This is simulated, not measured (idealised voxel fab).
The document below concerns the process module designated voxel ribs on slabs.
Cross-section cut: width 155 nm, square cells of 5 nm.
Cross-section = grid of square cells, listed top down in bands; band = one or more rows.
Look at the band entry: it leads with the top's height and the bottom's height in nm. Then it lists the materials left to right, with a width in nm for each. The word "all across" on a single material says that material fills the band edge to edge. The word "blank" is empty space.
Basically, 0 is our baseline, since under it the wafer straight out of the box is all one material. The bottom band has no lower end and keeps on going down, so it looks like "0 down".
A two-number width, for instance "30 to 40", indicates that the width is equal to the first number in the top row of the band and to the second number in the bottom row, and that it changes by a constant amount per row of cells.
"no alterations made" after a step means that no cell of the cross-section changed.
You'll see "Tabulated closed voids" listing empty spaces that have no way open to the top, as long as they're 8 cells or more; the notation is width x height at distance, where the distance is from the left edge, and all of it is in nm.
Anything after a step's settings on that line? It's the simulator's own note about the step.
overlay nm: mask offset rightward from planned place, masked step; negative means leftward offset.
PLANNED STEP LIST FOR THE PROCESS
step 1: RECEIVE [material Si]
step 2: DIRECTIONAL_DEP [material SiO2] [thk nm 20]
step 3: DIRECTIONAL_DEP [material SiN] [thk nm 15]
step 4: DIRECTIONAL_DEP [material aC] [thk nm 10]
step 5: PATTERN [tone cover] [mask id RIB] [material resist] [width nm 30] [thk nm 30] [overlay nm 0]
step 6: DIRECTIONAL_ETCH [etch materials aC] [depth nm 10]
step 7: STRIP [etch materials resist]
step 8: DIRECTIONAL_ETCH [etch materials SiN] [depth nm 10]
step 9: STRIP [etch materials aC]
step 10: DIRECTIONAL_DEP [material aC] [thk nm 15]
step 11: PATTERN [tone cover] [mask id SLAB] [material resist] [width nm 90] [thk nm 35] [overlay nm 0]
step 12: DIRECTIONAL_ETCH [etch materials aC] [depth nm 15]
step 13: STRIP [etch materials resist]
step 14: DIRECTIONAL_ETCH [etch materials SiN] [depth nm 5]
step 15: STRIP [etch materials aC]
step 16: FILL_DEP [material SiO2] [thk nm 25]
step 17: CMP [height nm 50]
step 18: DIRECTIONAL_DEP [material W] [thk nm 10]
step 19: DIRECTIONAL_DEP [material aC] [thk nm 15]
step 20: PATTERN [tone cover] [mask id HEATER] [material resist] [width nm 40] [thk nm 35] [overlay nm 0]
step 21: DIRECTIONAL_ETCH [etch materials aC] [depth nm 15]
step 22: STRIP [etch materials resist]
step 23: DIRECTIONAL_ETCH [etch materials W] [depth nm 10]
step 24: STRIP [etch materials aC]
step 25: CONFORMAL_DEP [material SiN] [thk nm 10]
THE FIRST OF THE TWO WAFERS, WHICH RAN AS PLANNED
CROSS-SECTION OF THE INCOMING WAFER, STATE AFTER STEP 1
    0 down  Si all across
    Tabulated closed voids: none
SECTIONAL VIEW: WAFER, AFTER STEP 2
    20 to 0  SiO2 all across
    Below 0, the layers are the same as they were.
SECTIONAL VIEW: WAFER, AFTER STEP 3
    35 to 20  SiN all across
    Below 20, the layers are the same as they were.
SECTIONAL VIEW: WAFER, AFTER STEP 4
    45 to 35  aC all across
    Below 35, the layers are the same as they were.
SECTIONAL VIEW: WAFER, AFTER STEP 5
    75 to 45  60 of blank | 30 of resist | 65 of blank
    Below 45, the layers are the same as they were.
SECTIONAL VIEW: WAFER, AFTER STEP 6
    65 to 45  60 of blank | 30 of resist | 65 of blank
    45 to 35  60 of blank | 30 of aC | 65 of blank
    Below 35, the layers are the same as they were.
SECTIONAL VIEW: WAFER, AFTER STEP 7
    45 to 35  60 of blank | 30 of aC | 65 of blank
    Below 35, the layers are the same as they were.
SECTIONAL VIEW: WAFER, AFTER STEP 8
    45 to 35  60 of blank | 30 of aC | 65 of blank
    35 to 25  60 of blank | 30 of SiN | 65 of blank
    Below 25, the layers are the same as they were.
SECTIONAL VIEW: WAFER, AFTER STEP 9
    35 to 25  60 of blank | 30 of SiN | 65 of blank
    Below 25, the layers are the same as they were.
SECTIONAL VIEW: WAFER, AFTER STEP 10
    50 to 40  60 of blank | 30 of aC | 65 of blank
    40 to 35  aC all across
    35 to 25  60 of aC | 30 of SiN | 65 of aC
    Below 25, the layers are the same as they were.
SECTIONAL VIEW: WAFER, AFTER STEP 11
    85 to 50  30 of blank | 90 of resist | 35 of blank
    50 to 40  30 of blank | 30 of resist | 30 of aC | 30 of resist | 35 of blank
    Below 40, the layers are the same as they were.
SECTIONAL VIEW: WAFER, AFTER STEP 12
    70 to 50  30 of blank | 90 of resist | 35 of blank
    50 to 40  30 of blank | 30 of resist | 30 of aC | 30 of resist | 35 of blank
    40 to 35  30 of blank | 90 of aC | 35 of blank
    35 to 25  30 of blank | 30 of aC | 30 of SiN | 30 of aC | 35 of blank
    Below 25, the layers are the same as they were.
SECTIONAL VIEW: WAFER, AFTER STEP 13
    50 to 40  60 of blank | 30 of aC | 65 of blank
    Below 40, the layers are the same as they were.
SECTIONAL VIEW: WAFER, AFTER STEP 14
    50 to 40  60 of blank | 30 of aC | 65 of blank
    40 to 35  30 of blank | 90 of aC | 35 of blank
    35 to 25  30 of blank | 30 of aC | 30 of SiN | 30 of aC | 35 of blank
    25 to 20  30 of blank | 90 of SiN | 35 of blank
    Below 20, the layers are the same as they were.
SECTIONAL VIEW: WAFER, AFTER STEP 15
    35 to 25  60 of blank | 30 of SiN | 65 of blank
    Below 25, the layers are the same as they were.
SECTIONAL VIEW: WAFER, AFTER STEP 16
    60 to 35  SiO2 all across
    35 to 25  60 of SiO2 | 30 of SiN | 65 of SiO2
    25 to 20  30 of SiO2 | 90 of SiN | 35 of SiO2
    Below 20, the layers are the same as they were.
SECTIONAL VIEW: WAFER, AFTER STEP 17
    50 to 35  SiO2 all across
    Below 35, the layers are the same as they were.
SECTIONAL VIEW: WAFER, AFTER STEP 18
    60 to 50  W all across
    Below 50, the layers are the same as they were.
SECTIONAL VIEW: WAFER, AFTER STEP 19
    75 to 60  aC all across
    Below 60, the layers are the same as they were.
SECTIONAL VIEW: WAFER, AFTER STEP 20
    110 to 75  55 of blank | 40 of resist | 60 of blank
    Below 75, the layers are the same as they were.
SECTIONAL VIEW: WAFER, AFTER STEP 21
    95 to 75  55 of blank | 40 of resist | 60 of blank
    75 to 60  55 of blank | 40 of aC | 60 of blank
    Below 60, the layers are the same as they were.
SECTIONAL VIEW: WAFER, AFTER STEP 22
    75 to 60  55 of blank | 40 of aC | 60 of blank
    Below 60, the layers are the same as they were.
SECTIONAL VIEW: WAFER, AFTER STEP 23
    75 to 60  55 of blank | 40 of aC | 60 of blank
    60 to 50  55 of blank | 40 of W | 60 of blank
    Below 50, the layers are the same as they were.
SECTIONAL VIEW: WAFER, AFTER STEP 24
    60 to 50  55 of blank | 40 of W | 60 of blank
    Below 50, the layers are the same as they were.
SECTIONAL VIEW: WAFER, AFTER STEP 25
    70 to 60  45 of blank | 60 of SiN | 50 of blank
    60 to 50  55 of SiN | 40 of W | 60 of SiN
    Below 50, the layers are the same as they were.
THE SECOND WAFER WAS PREPARED FROM THE SAME STARTING POINT AND UNDER THE SAME PLAN AS THE FIRST; ITS PROCESSING CONTAINED ONE MISTAKE, AND IT REMAINS INDISTINGUISHABLE FROM THE FIRST WAFER UP TO AND INCLUDING STEP 1
CROSS-SECTION: SECOND WAFER, TIME AT WHICH STEP 2 WAS SCHEDULED TO END
    15 to 0  SiN all across
    Below 0, the layers are the same as they were.
CROSS-SECTION: SECOND WAFER, TIME AT WHICH STEP 3 WAS SCHEDULED TO END
    35 to 15  SiO2 all across
    Below 15, the layers are the same as they were.
CROSS-SECTION: SECOND WAFER, TIME AT WHICH STEP 4 WAS SCHEDULED TO END
    45 to 35  aC all across
    Below 35, the layers are the same as they were.
CROSS-SECTION: SECOND WAFER, TIME AT WHICH STEP 5 WAS SCHEDULED TO END
    75 to 45  60 of blank | 30 of resist | 65 of blank
    Below 45, the layers are the same as they were.
CROSS-SECTION: SECOND WAFER, TIME AT WHICH STEP 6 WAS SCHEDULED TO END
    65 to 45  60 of blank | 30 of resist | 65 of blank
    45 to 35  60 of blank | 30 of aC | 65 of blank
    Below 35, the layers are the same as they were.
CROSS-SECTION: SECOND WAFER, TIME AT WHICH STEP 7 WAS SCHEDULED TO END
    45 to 35  60 of blank | 30 of aC | 65 of blank
    Below 35, the layers are the same as they were.
Cross-section: second wafer, time at which step 8 was scheduled to end: no alterations made
CROSS-SECTION: SECOND WAFER, TIME AT WHICH STEP 9 WAS SCHEDULED TO END
    35 to 15  SiO2 all across
    Below 15, the layers are the same as they were.
CROSS-SECTION: SECOND WAFER, TIME AT WHICH STEP 10 WAS SCHEDULED TO END
    50 to 35  aC all across
    Below 35, the layers are the same as they were.
CROSS-SECTION: SECOND WAFER, TIME AT WHICH STEP 11 WAS SCHEDULED TO END
    85 to 50  30 of blank | 90 of resist | 35 of blank
    Below 50, the layers are the same as they were.
CROSS-SECTION: SECOND WAFER, TIME AT WHICH STEP 12 WAS SCHEDULED TO END
    70 to 50  30 of blank | 90 of resist | 35 of blank
    50 to 35  30 of blank | 90 of aC | 35 of blank
    Below 35, the layers are the same as they were.
CROSS-SECTION: SECOND WAFER, TIME AT WHICH STEP 13 WAS SCHEDULED TO END
    50 to 35  30 of blank | 90 of aC | 35 of blank
    Below 35, the layers are the same as they were.
Cross-section: second wafer, time at which step 14 was scheduled to end: no alterations made
CROSS-SECTION: SECOND WAFER, TIME AT WHICH STEP 15 WAS SCHEDULED TO END
    35 to 15  SiO2 all across
    Below 15, the layers are the same as they were.
CROSS-SECTION: SECOND WAFER, TIME AT WHICH STEP 16 WAS SCHEDULED TO END
    60 to 15  SiO2 all across
    Below 15, the layers are the same as they were.
CROSS-SECTION: SECOND WAFER, TIME AT WHICH STEP 17 WAS SCHEDULED TO END
    50 to 15  SiO2 all across
    Below 15, the layers are the same as they were.
CROSS-SECTION: SECOND WAFER, TIME AT WHICH STEP 18 WAS SCHEDULED TO END
    60 to 50  W all across
    Below 50, the layers are the same as they were.
CROSS-SECTION: SECOND WAFER, TIME AT WHICH STEP 19 WAS SCHEDULED TO END
    75 to 60  aC all across
    Below 60, the layers are the same as they were.
CROSS-SECTION: SECOND WAFER, TIME AT WHICH STEP 20 WAS SCHEDULED TO END
    110 to 75  55 of blank | 40 of resist | 60 of blank
    Below 75, the layers are the same as they were.
CROSS-SECTION: SECOND WAFER, TIME AT WHICH STEP 21 WAS SCHEDULED TO END
    95 to 75  55 of blank | 40 of resist | 60 of blank
    75 to 60  55 of blank | 40 of aC | 60 of blank
    Below 60, the layers are the same as they were.
CROSS-SECTION: SECOND WAFER, TIME AT WHICH STEP 22 WAS SCHEDULED TO END
    75 to 60  55 of blank | 40 of aC | 60 of blank
    Below 60, the layers are the same as they were.
CROSS-SECTION: SECOND WAFER, TIME AT WHICH STEP 23 WAS SCHEDULED TO END
    75 to 60  55 of blank | 40 of aC | 60 of blank
    60 to 50  55 of blank | 40 of W | 60 of blank
    Below 50, the layers are the same as they were.
CROSS-SECTION: SECOND WAFER, TIME AT WHICH STEP 24 WAS SCHEDULED TO END
    60 to 50  55 of blank | 40 of W | 60 of blank
    Below 50, the layers are the same as they were.
CROSS-SECTION: SECOND WAFER, TIME AT WHICH STEP 25 WAS SCHEDULED TO END
    70 to 60  45 of blank | 60 of SiN | 50 of blank
    60 to 50  55 of SiN | 40 of W | 60 of SiN
    Below 50, the layers are the same as they were.
Against the plan, the run slipped here: it was found that steps 2 and 3 of the process plan had been performed in exchanged positions
FYI, end of process, the second wafer has more or fewer cells of some materials than the first: 63 more of SiN, 63 fewer of SiO2
